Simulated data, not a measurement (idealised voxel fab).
The following is a process module called voxel capacitor over wiring.
This is section cut - it's 265 nm across, gridded in 5 nm square cells.
A cross-section is a grid of square cells, given in bands from the top down. A band is one or more rows of cells. Basically the band line says how high the top is and how high the bottom is, in nm, and then what's in it from left to right, every material with its width in nm. Empty space shows up as "blank", and if a single material carries "everywhere" it runs the full band edge to edge. Heights from 0 (as-received wafer is one material below). Bottom band endless downward, as "z 0 and below". Width spec "30 to 40" -> top row of cells at first value, bottom row at second value, equal per-row change in between. A step reported as "no alteration" is a step in which no cell of the cross-section changed. Reported under the label "Completely enclosed voids" are the empty spaces having no open way to the top and comprising 8 cells or more; the notation for each is width x height at distance, in which the distance is measured from the left edge and all three values are in nm. Heads up: the bit after the settings on a step's line is the simulator's remark on that step. overlay nm: right-of-plan distance of the mask on a masked step; negative values mean left-of-plan. Reading guide: pairs of cross-sections, before and after one process step; after view cut off at lowest changed band; step and settings listed under each pair. Pairs may stem from different runs of this module on the same starting wafer; continuity with the pair above only where the "Snapshot before" entry states it.
Snapshot before
- z 120 to 105  100 nm resist | 15 nm blank | 150 nm resist
- z 105 to 95  100 nm SiO2 | 15 nm blank | 150 nm SiO2
- z 95 to 90  85 nm SiO2 | 60 nm TiN | 120 nm SiO2
- z 90 to 85  85 nm SiO2 | 60 nm HfO2 | 120 nm SiO2
- z 85 to 75  85 nm SiO2 | 70 nm TiN | 110 nm SiO2
- z 75 to 55  90 nm lowk | 5 nm TiN | 5 nm Cu | 5 nm TiN | 160 nm lowk
- z 55 to 50  90 nm SiCN | 15 nm TiN | 160 nm SiCN
- z 50 to 45  70 nm SiCN | 40 nm Ru | 45 nm SiCN | 40 nm Ru | 70 nm SiCN
- z 45 to 20  75 nm lowk | 5 nm TiN | 20 nm W | 5 nm TiN | 55 nm lowk | 5 nm TiN | 20 nm W | 5 nm TiN | 75 nm lowk
- z 20 to 15  75 nm SiN | 30 nm TiN | 55 nm SiN | 30 nm TiN | 75 nm SiN
- z 15 to 0  SiO2 everywhere
- z 0 and below  Si everywhere
- Completely enclosed voids: none
Cut View, Post-Step
- z 105 to 95  100 nm SiO2 | 15 nm blank | 150 nm SiO2
- Below 95 it's all the same as before, nothing changed down there.
- Completely enclosed voids: none
Step, before to after (see cross-sections above): op STRIP | etch materials resist
Snapshot before: after-state, pair directly above.
Cut View, Post-Step
- z 110 to 105  105 nm TiN | 5 nm blank | 155 nm TiN
- z 105 to 100  100 nm SiO2 | 5 nm TiN | 5 nm blank | 5 nm TiN | 150 nm SiO2
- z 100 to 90  100 to 85 nm SiO2 | 15 to 60 nm TiN | 150 to 120 nm SiO2
- Below 90 it's all the same as before, nothing changed down there.
- Completely enclosed voids: none
Step, before to after (see cross-sections above): op CONFORMAL_DEP | material TiN | thk nm 5
Snapshot before: after-state, pair directly above.
Cut View, Post-Step
- z 115 to 110  Ru everywhere
- z 110 to 105  105 nm TiN | 5 nm Ru | 155 nm TiN
- z 105 to 100  100 nm SiO2 | 5 nm TiN | 5 nm Ru | 5 nm TiN | 150 nm SiO2
- Below 100 it's all the same as before, nothing changed down there.
- Completely enclosed voids: none
Step, before to after (see cross-sections above): op FILL_DEP | material Ru | thk nm 5
Snapshot before: after-state, pair directly above.
Cut View, Post-Step
- z 105 to 100  100 nm SiO2 | 5 nm TiN | 5 nm Ru | 5 nm TiN | 150 nm SiO2
- Below 100 it's all the same as before, nothing changed down there.
- Completely enclosed voids: none
Step, before to after (see cross-sections above): op CMP | height nm 105
Snapshot before: after-state, pair directly above.
Cut View, Post-Step
- z 110 to 105  SiCN everywhere
- Below 105 it's all the same as before, nothing changed down there.
- Completely enclosed voids: none
Step, before to after (see cross-sections above): op CONFORMAL_DEP | material SiCN | thk nm 5
Snapshot before
- z 95 to 90  TiN everywhere
- z 90 to 85  HfO2 everywhere
- z 85 to 75  TiN everywhere
- z 75 to 55  90 nm lowk | 5 nm TiN | 5 nm Cu | 5 nm TiN | 160 nm lowk
- z 55 to 50  90 nm SiCN | 15 nm TiN | 160 nm SiCN
- z 50 to 45  70 nm SiCN | 40 nm Ru | 45 nm SiCN | 40 nm Ru | 70 nm SiCN
- z 45 to 20  75 nm lowk | 5 nm TiN | 20 nm W | 5 nm TiN | 55 nm lowk | 5 nm TiN | 20 nm W | 5 nm TiN | 75 nm lowk
- z 20 to 15  75 nm SiN | 30 nm TiN | 55 nm SiN | 30 nm TiN | 75 nm SiN
- z 15 to 0  SiO2 everywhere
- z 0 and below  Si everywhere
- Completely enclosed voids: none
Cut View, Post-Step
- z 110 to 95  Ru everywhere
- Below 95 it's all the same as before, nothing changed down there.
- Completely enclosed voids: none
Step, before to after (see cross-sections above): op DIRECTIONAL_DEP | material Ru | thk nm 15
Snapshot before: after-state, pair directly above.
Cut View, Post-Step
- z 145 to 110  90 nm blank | 60 nm resist | 115 nm blank
- Below 110 it's all the same as before, nothing changed down there.
- Completely enclosed voids: none
Step, before to after (see cross-sections above): op PATTERN | tone cover | mask id UPPER_PLATE | material resist | width nm 60 | thk nm 35 | overlay nm 0
Snapshot before: after-state, pair directly above.
Cut View, Post-Step
- z 130 to 110  90 nm blank | 60 nm resist | 115 nm blank
- Below 110 it's all the same as before, nothing changed down there.
- Completely enclosed voids: none
Step, before to after (see cross-sections above): op DIRECTIONAL_ETCH | etch materials aC | depth nm 15
Snapshot before: after-state, pair directly above.
Cut View, Post-Step
- z 110 to 95  Ru everywhere
- Below 95 it's all the same as before, nothing changed down there.
- Completely enclosed voids: none
Step, before to after (see cross-sections above): op STRIP | etch materials resist
Snapshot before: after-state, pair directly above.
Cut View, Post-Step
- z 125 to 110  SiO2 everywhere
- Below 110 it's all the same as before, nothing changed down there.
- Completely enclosed voids: none
Step, before to after (see cross-sections above): op FILL_DEP | material SiO2 | thk nm 15
Snapshot before: after-state, pair directly above.
Cut View, Post-Step
- z 105 to 95  Ru everywhere
- Below 95 it's all the same as before, nothing changed down there.
- Completely enclosed voids: none
Step, before to after (see cross-sections above): op CMP | height nm 105
Snapshot before: after-state, pair directly above.
Cut View, Post-Step
- z 120 to 105  100 nm resist | 15 nm blank | 150 nm resist
- Below 105 it's all the same as before, nothing changed down there.
- Completely enclosed voids: none
Step, before to after (see cross-sections above): op PATTERN | tone open | mask id PLUG_2 | material resist | width nm 15 | thk nm 15 | overlay nm 0
Snapshot before: after-state, pair directly above.
Cut View, Post-Step
- z 105 to 95  Ru everywhere
- Below 95 it's all the same as before, nothing changed down there.
- Completely enclosed voids: none
Step, before to after (see cross-sections above): op STRIP | etch materials resist
Snapshot before: after-state, pair directly above.
Cut View, Post-Step
- z 110 to 105  TiN everywhere
- Below 105 it's all the same as before, nothing changed down there.
- Completely enclosed voids: none
Step, before to after (see cross-sections above): op CONFORMAL_DEP | material TiN | thk nm 5
Snapshot before: after-state, pair directly above.
Cut View, Post-Step
- z 115 to 110  Ru everywhere
- Below 110 it's all the same as before, nothing changed down there.
- Completely enclosed voids: none
Step, before to after (see cross-sections above): op FILL_DEP | material Ru | thk nm 5
Snapshot before: after-state, pair directly above.
Cut View, Post-Step
- z 105 to 95  Ru everywhere
- Below 95 it's all the same as before, nothing changed down there.
- Completely enclosed voids: none
Step, before to after (see cross-sections above): op CMP | height nm 105
Snapshot before: after-state, pair directly above.
Cut View, Post-Step
- z 110 to 105  SiCN everywhere
- Below 105 it's all the same as before, nothing changed down there.
- Completely enclosed voids: none
Step, before to after (see cross-sections above): op CONFORMAL_DEP | material SiCN | thk nm 5
Snapshot before
- z 95 to 90  90 nm blank | 60 nm TiN | 115 nm blank
- z 90 to 85  90 nm blank | 60 nm HfO2 | 115 nm blank
- z 85 to 75  TiN everywhere
- z 75 to 55  90 nm lowk | 5 nm TiN | 5 nm Cu | 5 nm TiN | 160 nm lowk
- z 55 to 50  90 nm SiCN | 15 nm TiN | 160 nm SiCN
- z 50 to 45  70 nm SiCN | 40 nm Ru | 45 nm SiCN | 40 nm Ru | 70 nm SiCN
- z 45 to 20  75 nm lowk | 5 nm TiN | 20 nm W | 5 nm TiN | 55 nm lowk | 5 nm TiN | 20 nm W | 5 nm TiN | 75 nm lowk
- z 20 to 15  75 nm SiN | 30 nm TiN | 55 nm SiN | 30 nm TiN | 75 nm SiN
- z 15 to 0  SiO2 everywhere
- z 0 and below  Si everywhere
- Completely enclosed voids: none
Cut View, Post-Step
- z 90 to 85  90 nm blank | 60 nm HfO2 | 115 nm blank
- z 85 to 75  85 nm TiN | 5 nm blank | 60 nm TiN | 5 nm blank | 110 nm TiN
- Below 75 it's all the same as before, nothing changed down there.
- Completely enclosed voids: none
Step, before to after (see cross-sections above): op MASKED_ETCH | tone open | mask id LOWER_PLATE | width nm 70 | etch materials TiN | depth nm 10 | overlay nm 0
Snapshot before: after-state, pair directly above.
Cut View, Post-Step
- z 105 to 90  SiO2 everywhere
- z 90 to 85  90 nm SiO2 | 60 nm HfO2 | 115 nm SiO2
- z 85 to 75  85 nm TiN | 5 nm SiO2 | 60 nm TiN | 5 nm SiO2 | 110 nm TiN
- Below 75 it's all the same as before, nothing changed down there.
- Completely enclosed voids: none
Step, before to after (see cross-sections above): op FILL_DEP | material SiO2 | thk nm 15
Snapshot before: after-state, pair directly above.
Cut View, Post-Step
- z 120 to 105  100 nm resist | 15 nm blank | 150 nm resist
- Below 105 it's all the same as before, nothing changed down there.
- Completely enclosed voids: none
Step, before to after (see cross-sections above): op PATTERN | tone open | mask id PLUG_2 | material resist | width nm 15 | thk nm 15 | overlay nm 0
Snapshot before: after-state, pair directly above.
Cut View, Post-Step
- z 120 to 105  100 nm resist | 15 nm blank | 150 nm resist
- z 105 to 95  100 nm SiO2 | 15 nm blank | 150 nm SiO2
- Below 95 it's all the same as before, nothing changed down there.
- Completely enclosed voids: none
Step, before to after (see cross-sections above): op DIRECTIONAL_ETCH | etch materials SiO2 | depth nm 10
Snapshot before: after-state, pair directly above.
Cut View, Post-Step
- z 105 to 95  100 nm SiO2 | 15 nm blank | 150 nm SiO2
- Below 95 it's all the same as before, nothing changed down there.
- Completely enclosed voids: none
Step, before to after (see cross-sections above): op STRIP | etch materials resist
Snapshot before: after-state, pair directly above.
Cut View, Post-Step
- z 110 to 105  105 nm TiN | 5 nm blank | 155 nm TiN
- z 105 to 100  100 nm SiO2 | 5 nm TiN | 5 nm blank | 5 nm TiN | 150 nm SiO2
- z 100 to 95  100 nm SiO2 | 15 nm TiN | 150 nm SiO2
- Below 95 it's all the same as before, nothing changed down there.
- Completely enclosed voids: none
Step, before to after (see cross-sections above): op CONFORMAL_DEP | material TiN | thk nm 5
Snapshot before: after-state, pair directly above.
Cut View, Post-Step
- z 115 to 110  Ru everywhere
- z 110 to 105  105 nm TiN | 5 nm Ru | 155 nm TiN
- z 105 to 100  100 nm SiO2 | 5 nm TiN | 5 nm Ru | 5 nm TiN | 150 nm SiO2
- Below 100 it's all the same as before, nothing changed down there.
- Completely enclosed voids: none
Step, before to after (see cross-sections above): op FILL_DEP | material Ru | thk nm 5
Snapshot before: after-state, pair directly above.
Cut View, Post-Step
- z 105 to 100  100 nm SiO2 | 5 nm TiN | 5 nm Ru | 5 nm TiN | 150 nm SiO2
- Below 100 it's all the same as before, nothing changed down there.
- Completely enclosed voids: none
Step, before to after (see cross-sections above): op CMP | height nm 105
Snapshot before: after-state, pair directly above.
Cut View, Post-Step
- z 110 to 105  SiCN everywhere
- Below 105 it's all the same as before, nothing changed down there.
- Completely enclosed voids: none
Step, before to after (see cross-sections above): op CONFORMAL_DEP | material SiCN | thk nm 5
